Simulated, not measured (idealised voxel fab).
process module | voxel gate over fins
cross-section cut | 250 nm wide | cells 5 nm
A cross-section is a grid of square cells, given in bands from the top down. A band is one or more rows of cells.
Each band's line starts with the height of the band's top and of its bottom, in nm. Then come its materials from left to right, each with its width in nm. One material with "throughout" fills the band from edge to edge. "air" is empty space.
Height 0 is the level under which the wafer as received is all one material. The lowest band goes on downwards, as in "0 down".
A width such as "30 to 40" changes by the same amount from each row of cells to the next, from the band's top row to its bottom row.
"no change" after a step means that no cell of the cross-section changed.
closed voids: empty space of 8 cells or more with no open way to the top, each as width x height at its distance from the left edge, in nm
after a step's settings: what the simulator itself notes on the step
overlay nm, on a step with a mask: how far to the right of its planned place the mask lay; to the left if negative
plan
1 op RECEIVE | material Si
2 op CONFORMAL_DEP | material SiN | thk nm 10
3 op DIRECTIONAL_DEP | material aC | thk nm 15
4 op PATTERN | tone cover | mask id FINS | material resist | width nm 15 | pitch nm 35 | thk nm 35 | overlay nm 0
5 op DIRECTIONAL_ETCH | etch materials aC | depth nm 15
6 op STRIP | etch materials resist
7 op DIRECTIONAL_ETCH | etch materials SiN | depth nm 10
8 op DIRECTIONAL_ETCH | etch materials Si | depth nm 30
9 op STRIP | etch materials aC
10 op OXIDIZE | depth nm 5
11 op FILL_DEP | material SiO2 | thk nm 5
12 op CMP | height nm 10
13 op SELECTIVE_ETCH | etch materials SiO2 | depth nm 25
14 op STRIP | etch materials SiN
15 op CONFORMAL_DEP | material HfO2 | thk nm 5
16 op CONFORMAL_DEP | material TiN | thk nm 5
17 op FILL_DEP | material W | thk nm 15
18 op CMP | height nm 20
19 op CONFORMAL_DEP | material SiCN | thk nm 5
as received, after step 1
  0 down: Si throughout
  closed voids: none
first wafer at the end, as planned
  25 to 20: SiCN throughout
  20 to 10: W throughout
  10 to 5: W 95 | TiN 25 | W 10 | TiN 25 | W 95
  5 to 0: W 95 | TiN 5 | HfO2 15 | TiN 5 | W 10 | TiN 5 | HfO2 15 | TiN 5 | W 95
  0 to -5: W 95 | TiN 5 | HfO2 5 | Si 5 | HfO2 5 | TiN 5 | W 10 | TiN 5 | HfO2 5 | Si 5 | HfO2 5 | TiN 5 | W 95
  -5 to -10: TiN 100 | HfO2 5 | Si 5 | HfO2 5 | TiN 20 | HfO2 5 | Si 5 | HfO2 5 | TiN 100
  -10 to -15: HfO2 105 | Si 5 | HfO2 30 | Si 5 | HfO2 105
  -15 to -35: SiO2 105 | Si 5 | SiO2 30 | Si 5 | SiO2 105
  -35 down: Si throughout
  closed voids: none
second wafer at the end: like start, like plan, one mistake
  25 to 20: SiCN throughout
  20 to 5: TiN throughout
  5 to 0: TiN 100 | HfO2 15 | TiN 20 | HfO2 15 | TiN 100
  0 to -10: TiN 100 | HfO2 5 | Si 5 | HfO2 5 | TiN 20 | HfO2 5 | Si 5 | HfO2 5 | TiN 100
  -10 to -15: HfO2 105 | Si 5 | HfO2 30 | Si 5 | HfO2 105
  -15 to -35: SiO2 105 | Si 5 | SiO2 30 | Si 5 | SiO2 105
  -35 down: Si throughout
  closed voids: none
what went wrong: step 17 ran as: op FILL_DEP | material TiN | thk nm 15
at the end the second wafer has, in cells: 220 more of TiN | 220 fewer of W
